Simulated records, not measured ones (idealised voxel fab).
process module | voxel transistor to metal
cross-section cut | 190 nm wide | cells 5 nm
A cross-section is a grid of square cells, given in bands from the top down. A band is one or more rows of cells.
Each band's line starts with the height of the band's top and of its bottom, in nm. Then come its materials from left to right, each with its width in nm. One material with "throughout" fills the band from edge to edge. "air" is empty space.
Height 0 is the level under which the wafer as received is all one material. The lowest band goes on downwards, as in "0 down".
A width such as "30 to 40" changes by the same amount from each row of cells to the next, from the band's top row to its bottom row.
"no change" after a step means that no cell of the cross-section changed.
closed voids: empty space of 8 cells or more with no open way to the top, each as width x height at its distance from the left edge, in nm
after a step's settings: what the simulator itself notes on the step
overlay nm, on a step with a mask: how far to the right of its planned place the mask lay; to the left if negative
plan
1 op RECEIVE | material Si
2 op OXIDIZE | depth nm 5
3 op CONFORMAL_DEP | material SiN | thk nm 15
4 op PATTERN | tone cover | mask id ACTIVE | material resist | width nm 105 | thk nm 20 | overlay nm 0
5 op DIRECTIONAL_ETCH | etch materials SiN | depth nm 15
6 op DIRECTIONAL_ETCH | etch materials SiO2 | depth nm 5
7 op DIRECTIONAL_ETCH | etch materials Si | depth nm 30
8 op STRIP | etch materials resist
9 op FILL_DEP | material SiO2 | thk nm 10
10 op CMP | height nm 15
11 op SELECTIVE_ETCH | etch materials SiO2 | depth nm 5
12 op STRIP | etch materials SiN
13 op SELECTIVE_ETCH | etch materials SiO2 | depth nm 5
14 op OXIDIZE | depth nm 5
15 op DIRECTIONAL_DEP | material polySi | thk nm 30
16 op DIRECTIONAL_DEP | material SiCN | thk nm 15
17 op DIRECTIONAL_DEP | material aC | thk nm 10
18 op PATTERN | tone cover | mask id GATE | material resist | width nm 35 | thk nm 25 | overlay nm 0
19 op DIRECTIONAL_ETCH | etch materials aC | depth nm 10
20 op STRIP | etch materials resist
21 op DIRECTIONAL_ETCH | etch materials SiCN | depth nm 25
22 op DIRECTIONAL_ETCH | etch materials polySi | depth nm 40
23 op STRIP | etch materials aC
24 op CONFORMAL_DEP | material SiO2 | thk nm 5
25 op DIRECTIONAL_ETCH | etch materials SiO2 | depth nm 5
26 op CONFORMAL_DEP | material SiN | thk nm 10
27 op DIRECTIONAL_ETCH | etch materials SiN | depth nm 10
28 op DIRECTIONAL_ETCH | etch materials SiO2 | depth nm 5
29 op DIRECTIONAL_ETCH | etch materials Si | depth nm 10
30 op EPI | material pSi | thk nm 15
31 op FILL_DEP | material SiO2 | thk nm 10
32 op CMP | height nm 25
33 op STRIP | etch materials polySi
34 op SELECTIVE_ETCH | etch materials SiO2 | depth nm 5
35 op CONFORMAL_DEP | material HfO2 | thk nm 5
36 op CONFORMAL_DEP | material TiN | thk nm 5
37 op FILL_DEP | material W | thk nm 10
38 op CMP | height nm 20
39 op DIRECTIONAL_DEP | material SiO2 | thk nm 10
40 op MASKED_ETCH | tone open | mask id CONTACT | width nm 15 | pitch nm 80 | etch materials SiO2 | depth nm 25 | overlay nm 0
41 op CONFORMAL_DEP | material TiN | thk nm 5
42 op FILL_DEP | material Ru | thk nm 5
43 op CMP | height nm 30
44 op DIRECTIONAL_DEP | material TiN | thk nm 5
45 op DIRECTIONAL_DEP | material W | thk nm 15
46 op DIRECTIONAL_DEP | material aC | thk nm 10
47 op PATTERN | tone cover | mask id METAL_1 | material resist | width nm 15 | pitch nm 80 | thk nm 25 | overlay nm 0
48 op DIRECTIONAL_ETCH | etch materials aC | depth nm 10
49 op STRIP | etch materials resist
50 op DIRECTIONAL_ETCH | etch materials W | depth nm 15
51 op DIRECTIONAL_ETCH | etch materials TiN | depth nm 5
52 op STRIP | etch materials aC
53 op FILL_DEP | material lowk | thk nm 5
54 op CMP | height nm 50
55 op CONFORMAL_DEP | material SiCN | thk nm 5
first wafer, as planned
as received, after step 1
  0 down: Si throughout
  closed voids: none
after step 2
  0 to -5: SiO2 throughout
  below -5: unchanged
after step 3
  15 to 0: SiN throughout
  below 0: unchanged
after step 4
  35 to 15: air 40 | resist 105 | air 45
  below 15: unchanged
after step 5
  35 to 15: air 40 | resist 105 | air 45
  15 to 0: air 40 | SiN 105 | air 45
  below 0: unchanged
after step 6
  35 to 15: air 40 | resist 105 | air 45
  15 to 0: air 40 | SiN 105 | air 45
  0 to -5: air 40 | SiO2 105 | air 45
  below -5: unchanged
after step 7
  35 to 15: air 40 | resist 105 | air 45
  15 to 0: air 40 | SiN 105 | air 45
  0 to -5: air 40 | SiO2 105 | air 45
  -5 to -35: air 40 | Si 105 | air 45
  below -35: unchanged
after step 8
  15 to 0: air 40 | SiN 105 | air 45
  below 0: unchanged
after step 9
  25 to 15: SiO2 throughout
  15 to 0: SiO2 40 | SiN 105 | SiO2 45
  0 to -5: SiO2 throughout
  -5 to -35: SiO2 40 | Si 105 | SiO2 45
  below -35: unchanged
after step 10
  15 to 0: SiO2 40 | SiN 105 | SiO2 45
  below 0: unchanged
after step 11
  15 to 10: air 40 | SiN 105 | air 45
  below 10: unchanged
after step 12
  10 to 0: SiO2 40 | air 105 | SiO2 45
  below 0: unchanged
after step 13
  5 to -5: SiO2 35 | air 115 | SiO2 40
  below -5: unchanged
after step 14
  5 to -5: SiO2 35 | air 115 | SiO2 40
  -5 to -10: SiO2 throughout
  below -10: unchanged
after step 15
  35 to 25: polySi 35 | air 115 | polySi 40
  25 to 5: polySi throughout
  5 to -5: SiO2 35 | polySi 115 | SiO2 40
  below -5: unchanged
after step 16
  50 to 40: SiCN 35 | air 115 | SiCN 40
  40 to 35: SiCN throughout
  35 to 25: polySi 35 | SiCN 115 | polySi 40
  below 25: unchanged
after step 17
  60 to 50: aC 35 | air 115 | aC 40
  50 to 40: SiCN 35 | aC 115 | SiCN 40
  below 40: unchanged
after step 18
  85 to 60: air 75 | resist 35 | air 80
  60 to 50: aC 35 | air 40 | resist 35 | air 40 | aC 40
  below 50: unchanged
after step 19
  75 to 50: air 75 | resist 35 | air 80
  50 to 40: SiCN 35 | air 40 | aC 35 | air 40 | SiCN 40
  below 40: unchanged
after step 20
  50 to 40: SiCN 35 | air 40 | aC 35 | air 40 | SiCN 40
  below 40: unchanged
after step 21
  50 to 40: air 75 | aC 35 | air 80
  40 to 35: air 75 | SiCN 35 | air 80
  35 to 25: polySi 35 | air 40 | SiCN 35 | air 40 | polySi 40
  below 25: unchanged
after step 22
  50 to 40: air 75 | aC 35 | air 80
  40 to 25: air 75 | SiCN 35 | air 80
  25 to 5: air 75 | polySi 35 | air 80
  5 to -5: SiO2 35 | air 40 | polySi 35 | air 40 | SiO2 40
  below -5: unchanged
after step 23
  40 to 25: air 75 | SiCN 35 | air 80
  below 25: unchanged
after step 24
  45 to 40: air 70 | SiO2 45 | air 75
  40 to 25: air 70 | SiO2 5 | SiCN 35 | SiO2 5 | air 75
  25 to 10: air 70 | SiO2 5 | polySi 35 | SiO2 5 | air 75
  10 to 0: SiO2 40 | air 30 | SiO2 5 | polySi 35 | SiO2 5 | air 30 | SiO2 45
  0 to -5: SiO2 75 | polySi 35 | SiO2 80
  below -5: unchanged
after step 25
  40 to 25: air 70 | SiO2 5 | SiCN 35 | SiO2 5 | air 75
  25 to 5: air 70 | SiO2 5 | polySi 35 | SiO2 5 | air 75
  5 to -5: SiO2 40 | air 30 | SiO2 5 | polySi 35 | SiO2 5 | air 30 | SiO2 45
  below -5: unchanged
after step 26
  50 to 40: air 60 | SiN 65 | air 65
  40 to 25: air 60 | SiN 10 | SiO2 5 | SiCN 35 | SiO2 5 | SiN 10 | air 65
  25 to 15: air 60 | SiN 10 | SiO2 5 | polySi 35 | SiO2 5 | SiN 10 | air 65
  15 to 5: SiN 50 | air 10 | SiN 10 | SiO2 5 | polySi 35 | SiO2 5 | SiN 10 | air 10 | SiN 55
  5 to -5: SiO2 40 | SiN 30 | SiO2 5 | polySi 35 | SiO2 5 | SiN 30 | SiO2 45
  below -5: unchanged
after step 27
  40 to 25: air 60 | SiN 10 | SiO2 5 | SiCN 35 | SiO2 5 | SiN 10 | air 65
  25 to 5: air 60 | SiN 10 | SiO2 5 | polySi 35 | SiO2 5 | SiN 10 | air 65
  5 to -5: SiO2 40 | SiN 10 | air 10 | SiN 10 | SiO2 5 | polySi 35 | SiO2 5 | SiN 10 | air 10 | SiN 10 | SiO2 45
  below -5: unchanged
after step 28
  40 to 35: air 60 | SiN 10 | air 5 | SiCN 35 | air 5 | SiN 10 | air 65
  35 to 25: air 60 | SiN 10 | SiO2 5 | SiCN 35 | SiO2 5 | SiN 10 | air 65
  25 to 5: air 60 | SiN 10 | SiO2 5 | polySi 35 | SiO2 5 | SiN 10 | air 65
  5 to 0: air 40 | SiN 10 | air 10 | SiN 10 | SiO2 5 | polySi 35 | SiO2 5 | SiN 10 | air 10 | SiN 10 | air 45
  0 to -5: SiO2 40 | SiN 10 | air 10 | SiN 10 | SiO2 5 | polySi 35 | SiO2 5 | SiN 10 | air 10 | SiN 10 | SiO2 45
  -5 to -10: SiO2 50 | air 10 | SiO2 65 | air 10 | SiO2 55
  below -10: unchanged
after step 29
  40 to 35: air 60 | SiN 10 | air 5 | SiCN 35 | air 5 | SiN 10 | air 65
  35 to 25: air 60 | SiN 10 | SiO2 5 | SiCN 35 | SiO2 5 | SiN 10 | air 65
  25 to 5: air 60 | SiN 10 | SiO2 5 | polySi 35 | SiO2 5 | SiN 10 | air 65
  5 to 0: air 40 | SiN 10 | air 10 | SiN 10 | SiO2 5 | polySi 35 | SiO2 5 | SiN 10 | air 10 | SiN 10 | air 45
  0 to -5: SiO2 40 | SiN 10 | air 10 | SiN 10 | SiO2 5 | polySi 35 | SiO2 5 | SiN 10 | air 10 | SiN 10 | SiO2 45
  -5 to -10: SiO2 50 | air 10 | SiO2 65 | air 10 | SiO2 55
  -10 to -20: SiO2 40 | Si 10 | air 10 | Si 65 | air 10 | Si 10 | SiO2 45
  below -20: unchanged
after step 30
  40 to 35: air 60 | SiN 10 | air 5 | SiCN 35 | air 5 | SiN 10 | air 65
  35 to 25: air 60 | SiN 10 | SiO2 5 | SiCN 35 | SiO2 5 | SiN 10 | air 65
  25 to 5: air 60 | SiN 10 | SiO2 5 | polySi 35 | SiO2 5 | SiN 10 | air 65
  5 to 0: air 40 | SiN 10 | pSi 10 | SiN 10 | SiO2 5 | polySi 35 | SiO2 5 | SiN 10 | pSi 10 | SiN 10 | air 45
  0 to -5: SiO2 40 | SiN 10 | pSi 10 | SiN 10 | SiO2 5 | polySi 35 | SiO2 5 | SiN 10 | pSi 10 | SiN 10 | SiO2 45
  -5 to -10: SiO2 50 | pSi 10 | SiO2 65 | pSi 10 | SiO2 55
  -10 to -20: SiO2 40 | Si 10 | pSi 10 | Si 65 | pSi 10 | Si 10 | SiO2 45
  below -20: unchanged
after step 31
  50 to 40: SiO2 throughout
  40 to 25: SiO2 60 | SiN 10 | SiO2 5 | SiCN 35 | SiO2 5 | SiN 10 | SiO2 65
  25 to 5: SiO2 60 | SiN 10 | SiO2 5 | polySi 35 | SiO2 5 | SiN 10 | SiO2 65
  5 to -5: SiO2 40 | SiN 10 | pSi 10 | SiN 10 | SiO2 5 | polySi 35 | SiO2 5 | SiN 10 | pSi 10 | SiN 10 | SiO2 45
  below -5: unchanged
after step 32
  25 to 5: SiO2 60 | SiN 10 | SiO2 5 | polySi 35 | SiO2 5 | SiN 10 | SiO2 65
  below 5: unchanged
after step 33
  25 to 5: SiO2 60 | SiN 10 | SiO2 5 | air 35 | SiO2 5 | SiN 10 | SiO2 65
  5 to -5: SiO2 40 | SiN 10 | pSi 10 | SiN 10 | SiO2 5 | air 35 | SiO2 5 | SiN 10 | pSi 10 | SiN 10 | SiO2 45
  below -5: unchanged
after step 34
  25 to 20: air 60 | SiN 10 | air 45 | SiN 10 | air 65
  20 to 5: SiO2 60 | SiN 10 | air 45 | SiN 10 | SiO2 65
  5 to -5: SiO2 40 | SiN 10 | pSi 10 | SiN 10 | air 45 | SiN 10 | pSi 10 | SiN 10 | SiO2 45
  -5 to -10: SiO2 50 | pSi 10 | SiO2 10 | air 45 | SiO2 10 | pSi 10 | SiO2 55
  below -10: unchanged
after step 35
  30 to 25: air 55 | HfO2 20 | air 35 | HfO2 20 | air 60
  25 to 20: HfO2 60 | SiN 10 | HfO2 5 | air 35 | HfO2 5 | SiN 10 | HfO2 65
  20 to 5: SiO2 60 | SiN 10 | HfO2 5 | air 35 | HfO2 5 | SiN 10 | SiO2 65
  5 to -5: SiO2 40 | SiN 10 | pSi 10 | SiN 10 | HfO2 5 | air 35 | HfO2 5 | SiN 10 | pSi 10 | SiN 10 | SiO2 45
  -5 to -10: SiO2 50 | pSi 10 | SiO2 10 | HfO2 45 | SiO2 10 | pSi 10 | SiO2 55
  below -10: unchanged
after step 36
  35 to 30: air 50 | TiN 30 | air 25 | TiN 30 | air 55
  30 to 25: TiN 55 | HfO2 20 | TiN 5 | air 25 | TiN 5 | HfO2 20 | TiN 60
  25 to 20: HfO2 60 | SiN 10 | HfO2 5 | TiN 5 | air 25 | TiN 5 | HfO2 5 | SiN 10 | HfO2 65
  20 to 5: SiO2 60 | SiN 10 | HfO2 5 | TiN 5 | air 25 | TiN 5 | HfO2 5 | SiN 10 | SiO2 65
  5 to 0: SiO2 40 | SiN 10 | pSi 10 | SiN 10 | HfO2 5 | TiN 5 | air 25 | TiN 5 | HfO2 5 | SiN 10 | pSi 10 | SiN 10 | SiO2 45
  0 to -5: SiO2 40 | SiN 10 | pSi 10 | SiN 10 | HfO2 5 | TiN 35 | HfO2 5 | SiN 10 | pSi 10 | SiN 10 | SiO2 45
  below -5: unchanged
after step 37
  45 to 35: W throughout
  35 to 30: W 50 | TiN 30 | W 25 | TiN 30 | W 55
  30 to 25: TiN 55 | HfO2 20 | TiN 5 | W 25 | TiN 5 | HfO2 20 | TiN 60
  25 to 20: HfO2 60 | SiN 10 | HfO2 5 | TiN 5 | W 25 | TiN 5 | HfO2 5 | SiN 10 | HfO2 65
  20 to 5: SiO2 60 | SiN 10 | HfO2 5 | TiN 5 | W 25 | TiN 5 | HfO2 5 | SiN 10 | SiO2 65
  5 to 0: SiO2 40 | SiN 10 | pSi 10 | SiN 10 | HfO2 5 | TiN 5 | W 25 | TiN 5 | HfO2 5 | SiN 10 | pSi 10 | SiN 10 | SiO2 45
  below 0: unchanged
after step 38
  20 to 5: SiO2 60 | SiN 10 | HfO2 5 | TiN 5 | W 25 | TiN 5 | HfO2 5 | SiN 10 | SiO2 65
  below 5: unchanged
after step 39
  30 to 20: SiO2 throughout
  below 20: unchanged
after step 40
  30 to 20: SiO2 45 | air 15 | SiO2 65 | air 15 | SiO2 50
  20 to 5: SiO2 45 | air 15 | SiN 10 | HfO2 5 | TiN 5 | W 25 | TiN 5 | HfO2 5 | SiN 10 | air 15 | SiO2 50
  below 5: unchanged
after step 41
  35 to 30: TiN 50 | air 5 | TiN 75 | air 5 | TiN 55
  30 to 20: SiO2 45 | TiN 5 | air 5 | TiN 5 | SiO2 65 | TiN 5 | air 5 | TiN 5 | SiO2 50
  20 to 10: SiO2 45 | TiN 5 | air 5 | TiN 5 | SiN 10 | HfO2 5 | TiN 5 | W 25 | TiN 5 | HfO2 5 | SiN 10 | TiN 5 | air 5 | TiN 5 | SiO2 50
  10 to 5: SiO2 45 | TiN 15 | SiN 10 | HfO2 5 | TiN 5 | W 25 | TiN 5 | HfO2 5 | SiN 10 | TiN 15 | SiO2 50
  below 5: unchanged
after step 42
  40 to 35: Ru throughout
  35 to 30: TiN 50 | Ru 5 | TiN 75 | Ru 5 | TiN 55
  30 to 20: SiO2 45 | TiN 5 | Ru 5 | TiN 5 | SiO2 65 | TiN 5 | Ru 5 | TiN 5 | SiO2 50
  20 to 10: SiO2 45 | TiN 5 | Ru 5 | TiN 5 | SiN 10 | HfO2 5 | TiN 5 | W 25 | TiN 5 | HfO2 5 | SiN 10 | TiN 5 | Ru 5 | TiN 5 | SiO2 50
  below 10: unchanged
after step 43
  30 to 20: SiO2 45 | TiN 5 | Ru 5 | TiN 5 | SiO2 65 | TiN 5 | Ru 5 | TiN 5 | SiO2 50
  below 20: unchanged
after step 44
  35 to 30: TiN throughout
  below 30: unchanged
after step 45
  50 to 35: W throughout
  below 35: unchanged
after step 46
  60 to 50: aC throughout
  below 50: unchanged
after step 47
  85 to 60: air 45 | resist 15 | air 65 | resist 15 | air 50
  below 60: unchanged
after step 48
  75 to 60: air 45 | resist 15 | air 65 | resist 15 | air 50
  60 to 50: air 45 | aC 15 | air 65 | aC 15 | air 50
  below 50: unchanged
after step 49
  60 to 50: air 45 | aC 15 | air 65 | aC 15 | air 50
  below 50: unchanged
after step 50
  60 to 50: air 45 | aC 15 | air 65 | aC 15 | air 50
  50 to 35: air 45 | W 15 | air 65 | W 15 | air 50
  below 35: unchanged
after step 51
  60 to 50: air 45 | aC 15 | air 65 | aC 15 | air 50
  50 to 35: air 45 | W 15 | air 65 | W 15 | air 50
  35 to 30: air 45 | TiN 15 | air 65 | TiN 15 | air 50
  below 30: unchanged
after step 52
  50 to 35: air 45 | W 15 | air 65 | W 15 | air 50
  below 35: unchanged
after step 53
  55 to 50: lowk throughout
  50 to 35: lowk 45 | W 15 | lowk 65 | W 15 | lowk 50
  35 to 30: lowk 45 | TiN 15 | lowk 65 | TiN 15 | lowk 50
  below 30: unchanged
after step 54
  50 to 35: lowk 45 | W 15 | lowk 65 | W 15 | lowk 50
  below 35: unchanged
after step 55
  55 to 50: SiCN throughout
  below 50: unchanged
second wafer: like start, like plan, one mistake. Through step 17 it matches the first wafer
when step 18 should have ended
  85 to 60: air 80 | resist 25 | air 85
  60 to 50: aC 35 | air 45 | resist 25 | air 45 | aC 40
  below 50: unchanged
when step 19 should have ended
  75 to 50: air 80 | resist 25 | air 85
  50 to 40: SiCN 35 | air 45 | aC 25 | air 45 | SiCN 40
  below 40: unchanged
when step 20 should have ended
  50 to 40: SiCN 35 | air 45 | aC 25 | air 45 | SiCN 40
  below 40: unchanged
when step 21 should have ended
  50 to 40: air 80 | aC 25 | air 85
  40 to 35: air 80 | SiCN 25 | air 85
  35 to 25: polySi 35 | air 45 | SiCN 25 | air 45 | polySi 40
  below 25: unchanged
when step 22 should have ended
  50 to 40: air 80 | aC 25 | air 85
  40 to 25: air 80 | SiCN 25 | air 85
  25 to 5: air 80 | polySi 25 | air 85
  5 to -5: SiO2 35 | air 45 | polySi 25 | air 45 | SiO2 40
  below -5: unchanged
when step 23 should have ended
  40 to 25: air 80 | SiCN 25 | air 85
  below 25: unchanged
when step 24 should have ended
  45 to 40: air 75 | SiO2 35 | air 80
  40 to 25: air 75 | SiO2 5 | SiCN 25 | SiO2 5 | air 80
  25 to 10: air 75 | SiO2 5 | polySi 25 | SiO2 5 | air 80
  10 to 0: SiO2 40 | air 35 | SiO2 5 | polySi 25 | SiO2 5 | air 35 | SiO2 45
  0 to -5: SiO2 80 | polySi 25 | SiO2 85
  below -5: unchanged
when step 25 should have ended
  40 to 25: air 75 | SiO2 5 | SiCN 25 | SiO2 5 | air 80
  25 to 5: air 75 | SiO2 5 | polySi 25 | SiO2 5 | air 80
  5 to -5: SiO2 40 | air 35 | SiO2 5 | polySi 25 | SiO2 5 | air 35 | SiO2 45
  below -5: unchanged
when step 26 should have ended
  50 to 40: air 65 | SiN 55 | air 70
  40 to 25: air 65 | SiN 10 | SiO2 5 | SiCN 25 | SiO2 5 | SiN 10 | air 70
  25 to 15: air 65 | SiN 10 | SiO2 5 | polySi 25 | SiO2 5 | SiN 10 | air 70
  15 to 5: SiN 50 | air 15 | SiN 10 | SiO2 5 | polySi 25 | SiO2 5 | SiN 10 | air 15 | SiN 55
  5 to -5: SiO2 40 | SiN 35 | SiO2 5 | polySi 25 | SiO2 5 | SiN 35 | SiO2 45
  below -5: unchanged
when step 27 should have ended
  40 to 25: air 65 | SiN 10 | SiO2 5 | SiCN 25 | SiO2 5 | SiN 10 | air 70
  25 to 5: air 65 | SiN 10 | SiO2 5 | polySi 25 | SiO2 5 | SiN 10 | air 70
  5 to -5: SiO2 40 | SiN 10 | air 15 | SiN 10 | SiO2 5 | polySi 25 | SiO2 5 | SiN 10 | air 15 | SiN 10 | SiO2 45
  below -5: unchanged
when step 28 should have ended
  40 to 35: air 65 | SiN 10 | air 5 | SiCN 25 | air 5 | SiN 10 | air 70
  35 to 25: air 65 | SiN 10 | SiO2 5 | SiCN 25 | SiO2 5 | SiN 10 | air 70
  25 to 5: air 65 | SiN 10 | SiO2 5 | polySi 25 | SiO2 5 | SiN 10 | air 70
  5 to 0: air 40 | SiN 10 | air 15 | SiN 10 | SiO2 5 | polySi 25 | SiO2 5 | SiN 10 | air 15 | SiN 10 | air 45
  0 to -5: SiO2 40 | SiN 10 | air 15 | SiN 10 | SiO2 5 | polySi 25 | SiO2 5 | SiN 10 | air 15 | SiN 10 | SiO2 45
  -5 to -10: SiO2 50 | air 15 | SiO2 55 | air 15 | SiO2 55
  below -10: unchanged
when step 29 should have ended
  40 to 35: air 65 | SiN 10 | air 5 | SiCN 25 | air 5 | SiN 10 | air 70
  35 to 25: air 65 | SiN 10 | SiO2 5 | SiCN 25 | SiO2 5 | SiN 10 | air 70
  25 to 5: air 65 | SiN 10 | SiO2 5 | polySi 25 | SiO2 5 | SiN 10 | air 70
  5 to 0: air 40 | SiN 10 | air 15 | SiN 10 | SiO2 5 | polySi 25 | SiO2 5 | SiN 10 | air 15 | SiN 10 | air 45
  0 to -5: SiO2 40 | SiN 10 | air 15 | SiN 10 | SiO2 5 | polySi 25 | SiO2 5 | SiN 10 | air 15 | SiN 10 | SiO2 45
  -5 to -10: SiO2 50 | air 15 | SiO2 55 | air 15 | SiO2 55
  -10 to -20: SiO2 40 | Si 10 | air 15 | Si 55 | air 15 | Si 10 | SiO2 45
  below -20: unchanged
when step 30 should have ended
  40 to 35: air 65 | SiN 10 | air 5 | SiCN 25 | air 5 | SiN 10 | air 70
  35 to 25: air 65 | SiN 10 | SiO2 5 | SiCN 25 | SiO2 5 | SiN 10 | air 70
  25 to 5: air 65 | SiN 10 | SiO2 5 | polySi 25 | SiO2 5 | SiN 10 | air 70
  5 to 0: air 40 | SiN 10 | pSi 15 | SiN 10 | SiO2 5 | polySi 25 | SiO2 5 | SiN 10 | pSi 15 | SiN 10 | air 45
  0 to -5: SiO2 40 | SiN 10 | pSi 15 | SiN 10 | SiO2 5 | polySi 25 | SiO2 5 | SiN 10 | pSi 15 | SiN 10 | SiO2 45
  -5 to -10: SiO2 50 | pSi 15 | SiO2 55 | pSi 15 | SiO2 55
  -10 to -20: SiO2 40 | Si 10 | pSi 15 | Si 55 | pSi 15 | Si 10 | SiO2 45
  below -20: unchanged
when step 31 should have ended
  50 to 40: SiO2 throughout
  40 to 25: SiO2 65 | SiN 10 | SiO2 5 | SiCN 25 | SiO2 5 | SiN 10 | SiO2 70
  25 to 5: SiO2 65 | SiN 10 | SiO2 5 | polySi 25 | SiO2 5 | SiN 10 | SiO2 70
  5 to -5: SiO2 40 | SiN 10 | pSi 15 | SiN 10 | SiO2 5 | polySi 25 | SiO2 5 | SiN 10 | pSi 15 | SiN 10 | SiO2 45
  below -5: unchanged
when step 32 should have ended
  25 to 5: SiO2 65 | SiN 10 | SiO2 5 | polySi 25 | SiO2 5 | SiN 10 | SiO2 70
  below 5: unchanged
when step 33 should have ended
  25 to 5: SiO2 65 | SiN 10 | SiO2 5 | air 25 | SiO2 5 | SiN 10 | SiO2 70
  5 to -5: SiO2 40 | SiN 10 | pSi 15 | SiN 10 | SiO2 5 | air 25 | SiO2 5 | SiN 10 | pSi 15 | SiN 10 | SiO2 45
  below -5: unchanged
when step 34 should have ended
  25 to 20: air 65 | SiN 10 | air 35 | SiN 10 | air 70
  20 to 5: SiO2 65 | SiN 10 | air 35 | SiN 10 | SiO2 70
  5 to -5: SiO2 40 | SiN 10 | pSi 15 | SiN 10 | air 35 | SiN 10 | pSi 15 | SiN 10 | SiO2 45
  -5 to -10: SiO2 50 | pSi 15 | SiO2 10 | air 35 | SiO2 10 | pSi 15 | SiO2 55
  below -10: unchanged
when step 35 should have ended
  30 to 25: air 60 | HfO2 20 | air 25 | HfO2 20 | air 65
  25 to 20: HfO2 65 | SiN 10 | HfO2 5 | air 25 | HfO2 5 | SiN 10 | HfO2 70
  20 to 5: SiO2 65 | SiN 10 | HfO2 5 | air 25 | HfO2 5 | SiN 10 | SiO2 70
  5 to -5: SiO2 40 | SiN 10 | pSi 15 | SiN 10 | HfO2 5 | air 25 | HfO2 5 | SiN 10 | pSi 15 | SiN 10 | SiO2 45
  -5 to -10: SiO2 50 | pSi 15 | SiO2 10 | HfO2 35 | SiO2 10 | pSi 15 | SiO2 55
  below -10: unchanged
when step 36 should have ended
  35 to 30: air 55 | TiN 30 | air 15 | TiN 30 | air 60
  30 to 25: TiN 60 | HfO2 20 | TiN 5 | air 15 | TiN 5 | HfO2 20 | TiN 65
  25 to 20: HfO2 65 | SiN 10 | HfO2 5 | TiN 5 | air 15 | TiN 5 | HfO2 5 | SiN 10 | HfO2 70
  20 to 5: SiO2 65 | SiN 10 | HfO2 5 | TiN 5 | air 15 | TiN 5 | HfO2 5 | SiN 10 | SiO2 70
  5 to 0: SiO2 40 | SiN 10 | pSi 15 | SiN 10 | HfO2 5 | TiN 5 | air 15 | TiN 5 | HfO2 5 | SiN 10 | pSi 15 | SiN 10 | SiO2 45
  0 to -5: SiO2 40 | SiN 10 | pSi 15 | SiN 10 | HfO2 5 | TiN 25 | HfO2 5 | SiN 10 | pSi 15 | SiN 10 | SiO2 45
  below -5: unchanged
when step 37 should have ended
  45 to 35: W throughout
  35 to 30: W 55 | TiN 30 | W 15 | TiN 30 | W 60
  30 to 25: TiN 60 | HfO2 20 | TiN 5 | W 15 | TiN 5 | HfO2 20 | TiN 65
  25 to 20: HfO2 65 | SiN 10 | HfO2 5 | TiN 5 | W 15 | TiN 5 | HfO2 5 | SiN 10 | HfO2 70
  20 to 5: SiO2 65 | SiN 10 | HfO2 5 | TiN 5 | W 15 | TiN 5 | HfO2 5 | SiN 10 | SiO2 70
  5 to 0: SiO2 40 | SiN 10 | pSi 15 | SiN 10 | HfO2 5 | TiN 5 | W 15 | TiN 5 | HfO2 5 | SiN 10 | pSi 15 | SiN 10 | SiO2 45
  below 0: unchanged
when step 38 should have ended
  20 to 5: SiO2 65 | SiN 10 | HfO2 5 | TiN 5 | W 15 | TiN 5 | HfO2 5 | SiN 10 | SiO2 70
  below 5: unchanged
when step 39 should have ended
  30 to 20: SiO2 throughout
  below 20: unchanged
when step 40 should have ended
  30 to 20: SiO2 45 | air 15 | SiO2 65 | air 15 | SiO2 50
  20 to 5: SiO2 45 | air 15 | SiO2 5 | SiN 10 | HfO2 5 | TiN 5 | W 15 | TiN 5 | HfO2 5 | SiN 10 | SiO2 5 | air 15 | SiO2 50
  below 5: unchanged
when step 41 should have ended
  35 to 30: TiN 50 | air 5 | TiN 75 | air 5 | TiN 55
  30 to 20: SiO2 45 | TiN 5 | air 5 | TiN 5 | SiO2 65 | TiN 5 | air 5 | TiN 5 | SiO2 50
  20 to 10: SiO2 45 | TiN 5 | air 5 | TiN 5 | SiO2 5 | SiN 10 | HfO2 5 | TiN 5 | W 15 | TiN 5 | HfO2 5 | SiN 10 | SiO2 5 | TiN 5 | air 5 | TiN 5 | SiO2 50
  10 to 5: SiO2 45 | TiN 15 | SiO2 5 | SiN 10 | HfO2 5 | TiN 5 | W 15 | TiN 5 | HfO2 5 | SiN 10 | SiO2 5 | TiN 15 | SiO2 50
  below 5: unchanged
when step 42 should have ended
  40 to 35: Ru throughout
  35 to 30: TiN 50 | Ru 5 | TiN 75 | Ru 5 | TiN 55
  30 to 20: SiO2 45 | TiN 5 | Ru 5 | TiN 5 | SiO2 65 | TiN 5 | Ru 5 | TiN 5 | SiO2 50
  20 to 10: SiO2 45 | TiN 5 | Ru 5 | TiN 5 | SiO2 5 | SiN 10 | HfO2 5 | TiN 5 | W 15 | TiN 5 | HfO2 5 | SiN 10 | SiO2 5 | TiN 5 | Ru 5 | TiN 5 | SiO2 50
  below 10: unchanged
when step 43 should have ended
  30 to 20: SiO2 45 | TiN 5 | Ru 5 | TiN 5 | SiO2 65 | TiN 5 | Ru 5 | TiN 5 | SiO2 50
  below 20: unchanged
when step 44 should have ended
  35 to 30: TiN throughout
  below 30: unchanged
when step 45 should have ended
  50 to 35: W throughout
  below 35: unchanged
when step 46 should have ended
  60 to 50: aC throughout
  below 50: unchanged
when step 47 should have ended
  85 to 60: air 45 | resist 15 | air 65 | resist 15 | air 50
  below 60: unchanged
when step 48 should have ended
  75 to 60: air 45 | resist 15 | air 65 | resist 15 | air 50
  60 to 50: air 45 | aC 15 | air 65 | aC 15 | air 50
  below 50: unchanged
when step 49 should have ended
  60 to 50: air 45 | aC 15 | air 65 | aC 15 | air 50
  below 50: unchanged
when step 50 should have ended
  60 to 50: air 45 | aC 15 | air 65 | aC 15 | air 50
  50 to 35: air 45 | W 15 | air 65 | W 15 | air 50
  below 35: unchanged
when step 51 should have ended
  60 to 50: air 45 | aC 15 | air 65 | aC 15 | air 50
  50 to 35: air 45 | W 15 | air 65 | W 15 | air 50
  35 to 30: air 45 | TiN 15 | air 65 | TiN 15 | air 50
  below 30: unchanged
when step 52 should have ended
  50 to 35: air 45 | W 15 | air 65 | W 15 | air 50
  below 35: unchanged
when step 53 should have ended
  55 to 50: lowk throughout
  50 to 35: lowk 45 | W 15 | lowk 65 | W 15 | lowk 50
  35 to 30: lowk 45 | TiN 15 | lowk 65 | TiN 15 | lowk 50
  below 30: unchanged
when step 54 should have ended
  50 to 35: lowk 45 | W 15 | lowk 65 | W 15 | lowk 50
  below 35: unchanged
when step 55 should have ended
  55 to 50: SiCN throughout
  below 50: unchanged
what went wrong: step 18 ran as: op PATTERN | tone cover | mask id GATE | material resist | width nm 25 | thk nm 25 | overlay nm 0
at the end the second wafer has, in cells: 2 fewer of HfO2 | 4 fewer of Si | 6 more of SiO2 | 2 fewer of TiN | 8 fewer of W | 10 more of pSi
